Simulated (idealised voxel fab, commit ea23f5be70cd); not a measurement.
Name of the process module below: voxel plated lines
This is section cut - it's 240 nm across, gridded in 5 nm square cells.
How to read a cross-section here: the picture is a grid of square cells, written as bands going from the top down, and any band can span one or more rows of cells. Band entry format. Leading values: height of top, height of bottom, nm. Remainder: materials in left-to-right order, each with its width in nm. Special words: "everywhere" on a single material, which then fills the band edge to edge; "empty", empty space. Zero point of the height axis is 0; under it, received wafer = one material. Lowest band: continues down indefinitely, "z 0 and below". A width such as "30..40" changes by the same amount from each row of cells to the next, from the band's top row to its bottom row. "changes: none" (step): cross-section cells unchanged, all of them. "Enclosed void listing": empty spaces of 8 cells or more with no open way to the top, each given as width x height at distance, distance from the left edge, all in nm. Anything after a step's settings on that line? It's the simulator's own note about the step. A step's line can hold "overlay nm"; with a mask on that step, the setting says how far right of the planned place the mask lay, while a negative setting says it lay to the left.
SO HERE'S THE LINEUP OF PROCESS STEPS WE PLANNED
1: RECEIVE, material Si
2: CONFORMAL_DEP, material SiO2, thk nm 5
3: DIRECTIONAL_DEP, material TiN, thk nm 5
4: PATTERN, tone open, mask id LINES, material resist, width nm 25, pitch nm 50, thk nm 25, overlay nm 0
5: EPI, material Ru, thk nm 5
6: EPI, material Ru, thk nm 10
7: STRIP, etch materials resist
8: DIRECTIONAL_ETCH, etch materials TiN, depth nm 5
9: CONFORMAL_DEP, material SiCN, thk nm 5
Quick note for whoever runs this: the wafers start identical, but the thk nm at step 2 isn't the same across them. The plan just shows what the first wafer had.
THE FIRST OF SEVERAL WAFERS AS RECEIVED, SHOWN IN CROSS-SECTION; THIS IS ITS STATE AFTER STEP 1
- z 0 and below = Si everywhere
- Enclosed void listing: none
FIRST OF SEVERAL WAFERS, SECTIONED AT END OF MODULE (LAST STEP: STEP 9)
- z 30 to 25 = empty (50) / SiCN (35) / empty (15) / SiCN (35) / empty (15) / SiCN (35) / empty (55)
- z 25 to 10 = empty (50) / SiCN (5) / Ru (25) / SiCN (5) / empty (15) / SiCN (5) / Ru (25) / SiCN (5) / empty (15) / SiCN (5) / Ru (25) / SiCN (5) / empty (55)
- z 10 to 5 = SiCN (55) / TiN (25) / SiCN (25) / TiN (25) / SiCN (25) / TiN (25) / SiCN (60)
- z 5 to 0 = SiO2 everywhere
- z 0 and below = Si everywhere
- Enclosed void listing: none
A CROSS-SECTION THROUGH THE LAST WAFER AT THE CLOSE OF THE MODULE
- z 45 to 40 = empty (50) / SiCN (35) / empty (15) / SiCN (35) / empty (15) / SiCN (35) / empty (55)
- z 40 to 25 = empty (50) / SiCN (5) / Ru (25) / SiCN (5) / empty (15) / SiCN (5) / Ru (25) / SiCN (5) / empty (15) / SiCN (5) / Ru (25) / SiCN (5) / empty (55)
- z 25 to 20 = SiCN (55) / TiN (25) / SiCN (25) / TiN (25) / SiCN (25) / TiN (25) / SiCN (60)
- z 20 to 0 = SiO2 everywhere
- z 0 and below = Si everywhere
- Enclosed void listing: none
PER WAFER, END OF MODULE: CELLS GAINED (+) OR LOST (-) PER MATERIAL SINCE RECEIPT, THEN CLOSED VOIDS
thk nm 5, +45 Ru, +72 SiCN, +48 SiO2, +15 TiN, Enclosed void listing: none
thk nm 10, +45 Ru, +72 SiCN, +96 SiO2, +15 TiN, Enclosed void listing: none
thk nm 15, +45 Ru, +72 SiCN, +144 SiO2, +15 TiN, Enclosed void listing: none
thk nm 20, +45 Ru, +72 SiCN, +192 SiO2, +15 TiN, Enclosed void listing: none
